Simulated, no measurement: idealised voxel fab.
process module | voxel gate over fins
cross-section cut | 285 nm wide | cells 5 nm
A cross-section is a grid of square cells, given in bands from the top down. A band is one or more rows of cells.
Each band's line starts with the height of the band's top and of its bottom, in nm. Then come its materials from left to right, each with its width in nm. One material with "throughout" fills the band from edge to edge. "air" is empty space.
Height 0 is the level under which the wafer as received is all one material. The lowest band goes on downwards, as in "0 down".
A width such as "30 to 40" changes by the same amount from each row of cells to the next, from the band's top row to its bottom row.
"no change" after a step means that no cell of the cross-section changed.
closed voids: empty space of 8 cells or more with no open way to the top, each as width x height at its distance from the left edge, in nm
after a step's settings: what the simulator itself notes on the step
overlay nm, on a step with a mask: how far to the right of its planned place the mask lay; to the left if negative
plan
1 op RECEIVE | material Si
2 op CONFORMAL_DEP | material SiN | thk nm 10
3 op MASKED_ETCH | tone cover | mask id FINS | width nm 15 | pitch nm 35 | etch materials SiN | depth nm 10 | overlay nm 0
4 op MASKED_ETCH | tone cover | mask id FINS | width nm 15 | pitch nm 35 | etch materials Si | depth nm 30 | overlay nm 0
5 op OXIDIZE | depth nm 5
6 op FILL_DEP | material SiO2 | thk nm 15
7 op CMP | height nm 10
8 op SELECTIVE_ETCH | etch materials SiO2 | depth nm 25
9 op STRIP | etch materials SiN
10 op CONFORMAL_DEP | material HfO2 | thk nm 5
11 op CONFORMAL_DEP | material TiN | thk nm 5
12 op CONFORMAL_DEP | material TiAl | thk nm 5
13 op CONFORMAL_DEP | material TiN | thk nm 5
14 op FILL_DEP | material W | thk nm 10
15 op CMP | height nm 25
16 op CONFORMAL_DEP | material SiN | thk nm 5
as received, after step 1
  0 down: Si throughout
  closed voids: none
first wafer at the end, as planned
  30 to 25: SiN throughout
  25 to 20: W throughout
  20 to 15: W 100 | TiN 80 | W 105
  15 to 10: W 100 | TiN 5 | TiAl 70 | TiN 5 | W 105
  10 to 5: W 100 | TiN 5 | TiAl 5 | TiN 25 | TiAl 10 | TiN 25 | TiAl 5 | TiN 5 | W 105
  5 to 0: TiN 105 | TiAl 5 | TiN 5 | HfO2 15 | TiN 5 | TiAl 10 | TiN 5 | HfO2 15 | TiN 5 | TiAl 5 | TiN 110
  0 to -5: TiAl 110 | TiN 5 | HfO2 5 | Si 5 | HfO2 5 | TiN 5 | TiAl 10 | TiN 5 | HfO2 5 | Si 5 | HfO2 5 | TiN 5 | TiAl 115
  -5 to -10: TiN 115 | HfO2 5 | Si 5 | HfO2 5 | TiN 20 | HfO2 5 | Si 5 | HfO2 5 | TiN 120
  -10 to -15: HfO2 120 | Si 5 | HfO2 30 | Si 5 | HfO2 125
  -15 to -35: SiO2 120 | Si 5 | SiO2 30 | Si 5 | SiO2 125
  -35 down: Si throughout
  closed voids: none
second wafer at the end: like start, like plan, one mistake
  30 to 25: SiN throughout
  25 to 20: W throughout
  20 to 15: W 100 | TiN 80 | W 105
  15 to 10: W 100 | TiN 5 | TiAl 70 | TiN 5 | W 105
  10 to 5: W 100 | TiN 5 | TiAl 5 | TiN 25 | TiAl 10 | TiN 25 | TiAl 5 | TiN 5 | W 105
  5 to 0: TiN 105 | TiAl 5 | TiN 5 | HfO2 15 | TiN 5 | TiAl 10 | TiN 5 | HfO2 15 | TiN 5 | TiAl 5 | TiN 110
  0 to -5: TiAl 110 | TiN 5 | HfO2 5 | Si 5 | HfO2 5 | TiN 5 | TiAl 10 | TiN 5 | HfO2 5 | Si 5 | HfO2 5 | TiN 5 | TiAl 115
  -5 to -10: TiN 115 | HfO2 5 | Si 5 | HfO2 5 | TiN 20 | HfO2 5 | Si 5 | HfO2 5 | TiN 120
  -10 to -15: HfO2 120 | Si 5 | HfO2 30 | Si 5 | HfO2 125
  -15 to -65: SiO2 120 | Si 5 | SiO2 30 | Si 5 | SiO2 125
  -65 down: Si throughout
  closed voids: none
what went wrong: step 4 was run twice
at the end the second wafer has, in cells: 330 fewer of Si | 330 more of SiO2
